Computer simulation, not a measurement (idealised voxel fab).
You're looking at the process module voxel quadruple lines.
140 nm wide, 5 nm square cells: that's cross-section cut.
A cross-section in this document is a grid of square cells, and it is written down as bands, the top band listed before the ones below it; a band is made up of one or more rows of cells.
Each band's line starts with the height of the band's top and of its bottom, in nm. Then come its materials from left to right, each with its width in nm. One material with "all across" fills the band from edge to edge. "blank" is empty space.
Height is counted from the level 0, under which the received wafer is composed throughout of one material. The lowest of the bands is not closed at the bottom but continues downward, in the notation "from 0 down".
Per-row width for "30..40": begins at first number (top row of band), ends at second number (bottom row), increment between rows held constant.
For the purposes of this document, the phrase "nothing altered" attached to a step denotes that no cell within the cross-section was modified by that step.
You'll see "Closed-off voids" listing empty spaces that have no way open to the top, as long as they're 8 cells or more; the notation is width x height at distance, where the distance is from the left edge, and all of it is in nm.
Read whatever lies past the settings on a step's line as the simulator's own remark about the step.
If you see "overlay nm" on a step's line and that step has a mask, it's telling you how far right of where it was planned the mask ended up; a negative number means it went left instead.
-- The process steps that were planned are listed below
step 1: RECEIVE, material Si
step 2: CONFORMAL_DEP, material SiO2, thk nm 10
step 3: DIRECTIONAL_DEP, material Ru, thk nm 10
step 4: DIRECTIONAL_DEP, material polySi, thk nm 20
step 5: DIRECTIONAL_DEP, material aC, thk nm 20
step 6: PATTERN, tone cover, mask id MANDREL, material resist, width nm 35, thk nm 25, overlay nm 0
step 7: DIRECTIONAL_ETCH, etch materials aC, depth nm 20
step 8: STRIP, etch materials resist
step 9: CONFORMAL_DEP, material SiO2, thk nm 15
step 10: DIRECTIONAL_ETCH, etch materials SiO2, depth nm 15
step 11: STRIP, etch materials aC
step 12: DIRECTIONAL_ETCH, etch materials polySi, depth nm 20
step 13: STRIP, etch materials SiO2
step 14: CONFORMAL_DEP, material SiN, thk nm 10
step 15: DIRECTIONAL_ETCH, etch materials SiN, depth nm 10
step 16: STRIP, etch materials polySi
step 17: DIRECTIONAL_ETCH, etch materials Ru, depth nm 10
step 18: STRIP, etch materials SiN
-- as received, after step 1
- from 0 down: Si all across
- Closed-off voids: none
-- Cross-section taken at module completion on the first of two wafers; processed per the plan
- from 20 to 10: blank: 25, then Ru: 10, then blank: 15, then Ru: 10, then blank: 15, then Ru: 10, then blank: 15, then Ru: 10, then blank: 30
- from 10 to 0: SiO2 all across
- from 0 down: Si all across
- Closed-off voids: none
-- Second wafer of the two, sectioned at the end of the module. It began like the first and followed the same plan, but one mistake was made while running it
- from 20 to 10: blank: 25, then Ru: 10, then blank: 15, then Ru: 10, then blank: 20, then Ru: 10, then blank: 15, then Ru: 10, then blank: 25
- from 10 to 0: SiO2 all across
- from 0 down: Si all across
- Closed-off voids: none
Deviation from plan: note that step 6 departed from the planned setting and was carried out as PATTERN, tone cover, mask id MANDREL, material resist, width nm 40, thk nm 25, overlay nm 0
End check, second vs first wafer: material counts in cells match, positions do not.
